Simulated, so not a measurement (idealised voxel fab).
This is a process module. Its name is voxel gate over fins.
165 nm wide, 5 nm square cells: that's cross-section cut.
Cross-sections here: square-cell grids, written as top-down lists of bands, a band being one or more rows of cells. Quick guide to a band line: top height, bottom height (nm) up front; then every material left to right with its width in nm. Only one material and it's marked "throughout"? Then it fills the band edge to edge. And "blank" just means empty space. It should be noted that heights are counted from 0, beneath which the wafer as supplied is of one material throughout, and that the lowest band possesses no lower boundary but continues downward, as written in "z 0 and below". The two numbers in a width such as "30->40" mark its ends across the band: the first belongs to the top row of cells, the second to the bottom row, and from each row to the next the width moves by the same amount. Reading "remained the same" for a step: not a cell of the cross-section changed in it. Enclosed voids (no open way to top), threshold 8 cells or more, entry "Tabulated closed voids", notation width x height at distance, distance from left edge, nm. Note: text after step settings on the step line = simulator remark on that step. overlay nm: how far to the right of its planned place the mask lay on this masked step (negative: to the left).
Here's what the planned process steps look like:
1: RECEIVE, material Si
2: CONFORMAL_DEP, material SiN, thk nm 5
3: DIRECTIONAL_DEP, material aC, thk nm 15
4: PATTERN, tone cover, mask id FINS, material resist, width nm 15, pitch nm 40, thk nm 35, overlay nm 0
5: DIRECTIONAL_ETCH, etch materials aC, depth nm 15
6: STRIP, etch materials resist
7: DIRECTIONAL_ETCH, etch materials SiN, depth nm 5
8: DIRECTIONAL_ETCH, etch materials Si, depth nm 35
9: STRIP, etch materials aC
10: FILL_DEP, material SiO2, thk nm 5
11: CMP, height nm 5
12: SELECTIVE_ETCH, etch materials SiO2, depth nm 15
13: STRIP, etch materials SiN
14: CONFORMAL_DEP, material HfO2, thk nm 5
15: CONFORMAL_DEP, material TiN, thk nm 5
16: FILL_DEP, material W, thk nm 15
17: CMP, height nm 20
18: CONFORMAL_DEP, material SiN, thk nm 10
as received, after step 1:
z 0 and below = Si throughout
Tabulated closed voids: none
End-of-module cross-section of the first of two wafers, processed as planned:
z 30 to 20 = SiN throughout
z 20 to 10 = W throughout
z 10 to 5 = W: 5  TiN: 35  W: 5  TiN: 35  W: 5  TiN: 35  W: 5  TiN: 35  W: 5
z 5 to 0 = W: 5  TiN: 5  HfO2: 25  TiN: 5  W: 5  TiN: 5  HfO2: 25  TiN: 5  W: 5  TiN: 5  HfO2: 25  TiN: 5  W: 5  TiN: 5  HfO2: 25  TiN: 5  W: 5
z 0 to -5 = TiN: 10  HfO2: 5  Si: 15  HfO2: 5  TiN: 15  HfO2: 5  Si: 15  HfO2: 5  TiN: 15  HfO2: 5  Si: 15  HfO2: 5  TiN: 15  HfO2: 5  Si: 15  HfO2: 5  TiN: 10
z -5 to -10 = HfO2: 15  Si: 15  HfO2: 25  Si: 15  HfO2: 25  Si: 15  HfO2: 25  Si: 15  HfO2: 15
z -10 to -35 = SiO2: 15  Si: 15  SiO2: 25  Si: 15  SiO2: 25  Si: 15  SiO2: 25  Si: 15  SiO2: 15
z -35 and below = Si throughout
Tabulated closed voids: none
second wafer at the end: like start, like plan, one mistake:
z 30 to 20 = SiN throughout
z 20 to 10 = W throughout
z 10 to 5 = TiN throughout
z 5 to 0 = HfO2: 20  TiN: 5  HfO2: 35  TiN: 5  HfO2: 35  TiN: 5  HfO2: 35  TiN: 5  HfO2: 20
z 0 to -5 = Si: 15  HfO2: 5  TiN: 5  HfO2: 5  Si: 25  HfO2: 5  TiN: 5  HfO2: 5  Si: 25  HfO2: 5  TiN: 5  HfO2: 5  Si: 25  HfO2: 5  TiN: 5  HfO2: 5  Si: 15
z -5 to -10 = Si: 15  HfO2: 15  Si: 25  HfO2: 15  Si: 25  HfO2: 15  Si: 25  HfO2: 15  Si: 15
z -10 to -35 = Si: 15  SiO2: 15  Si: 25  SiO2: 15  Si: 25  SiO2: 15  Si: 25  SiO2: 15  Si: 15
z -35 and below = Si throughout
Tabulated closed voids: none
So what did we get wrong on this run? step 4 did not use the planned setting and instead ran as PATTERN, tone open, mask id FINS, material resist, width nm 15, pitch nm 40, thk nm 35, overlay nm 0
Final tally in cells, some materials are higher or lower on the second wafer than on the first: Si: 63 more; SiO2: 45 fewer; TiN: 8 fewer; W: 10 fewer
